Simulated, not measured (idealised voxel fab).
Proc. module: voxel gate over fins
The cross-section shown here is cut; it is 295 nm wide and divided into square cells measuring 5 nm on a side.
This document writes a cross-section as a grid whose cells are square, and gives it as bands, listed from the top down; one or more rows of cells form a band. For a band, the entry starts with two heights in nm, that of the top and then that of the bottom, and carries on with the band's materials in order from left to right, each alongside its width in nm; the word "everywhere" beside a single material means it fills the band edge to edge, and "air" means empty space. The reference from which all heights are counted is 0, the level beneath which the as-received wafer is entirely one material; the lowest band, having no lower bound, proceeds downward and is written after the example "0 nm and below". Read "30 to 40" as a graded width: first number on top, second number at the bottom, same change between each pair of neighbouring rows. Any step labelled "everything unchanged" changed none of the cells in the cross-section. Empty spaces without an open route to the top, at least 8 cells in extent, make up the entry "Fully sealed voids"; each is given as width x height at distance, where the distance is measured from the left edge, and all are in nm. Step line, after settings: the simulator's comment on this step. "overlay nm" answers the question of how far to the right of plan the mask lay on a step that has a mask, and when it is negative the answer is to the left.
Process steps (planned):
1: RECEIVE: material Si
2: CONFORMAL_DEP: material SiN, thk nm 5
3: PATTERN: tone cover, mask id FINS, material resist, width nm 15, pitch nm 35, thk nm 15, overlay nm 0
4: DIRECTIONAL_ETCH: etch materials SiN, depth nm 5
5: DIRECTIONAL_ETCH: etch materials Si, depth nm 40
6: STRIP: etch materials resist
7: FILL_DEP: material SiO2, thk nm 5
8: CMP: height nm 5
9: SELECTIVE_ETCH: etch materials SiO2, depth nm 20
10: STRIP: etch materials SiN
11: CONFORMAL_DEP: material HfO2, thk nm 5
12: CONFORMAL_DEP: material TiN, thk nm 5
13: CONFORMAL_DEP: material TiAl, thk nm 5
14: CONFORMAL_DEP: material TiN, thk nm 5
15: FILL_DEP: material W, thk nm 15
16: CMP: height nm 30
17: CONFORMAL_DEP: material SiCN, thk nm 10
This is the cross-section of the wafer as we received it, i.e. after step 1:
  0 nm and below  Si everywhere
  Fully sealed voids: none
The module was run from the start shown above using the plan shown above, but one mistake was made doing it; the resulting wafer cross-section is below:
  40 nm to 30 nm  SiCN everywhere
  30 nm to 20 nm  W everywhere
  20 nm to 15 nm  W=65, TiAl=160, W=70
  15 nm to 5 nm  W=65, TiAl=5, TiN=150, TiAl=5, W=70
  5 nm to 0 nm  TiAl=70, TiN=10, HfO2=25, TiN=10, HfO2=25, TiN=10, HfO2=25, TiN=10, HfO2=25, TiN=10, TiAl=75
  0 nm to -10 nm  TiN=80, HfO2=5, Si=15, HfO2=5, TiN=10, HfO2=5, Si=15, HfO2=5, TiN=10, HfO2=5, Si=15, HfO2=5, TiN=10, HfO2=5, Si=15, HfO2=5, TiN=85
  -10 nm to -15 nm  HfO2=85, Si=15, HfO2=20, Si=15, HfO2=20, Si=15, HfO2=20, Si=15, HfO2=90
  -15 nm to -40 nm  SiO2=85, Si=15, SiO2=20, Si=15, SiO2=20, Si=15, SiO2=20, Si=15, SiO2=90
  -40 nm and below  Si everywhere
  Fully sealed voids: none
In executing the process, a mistake was made relative to the plan: order of steps 13 and 14 inverted relative to the plan
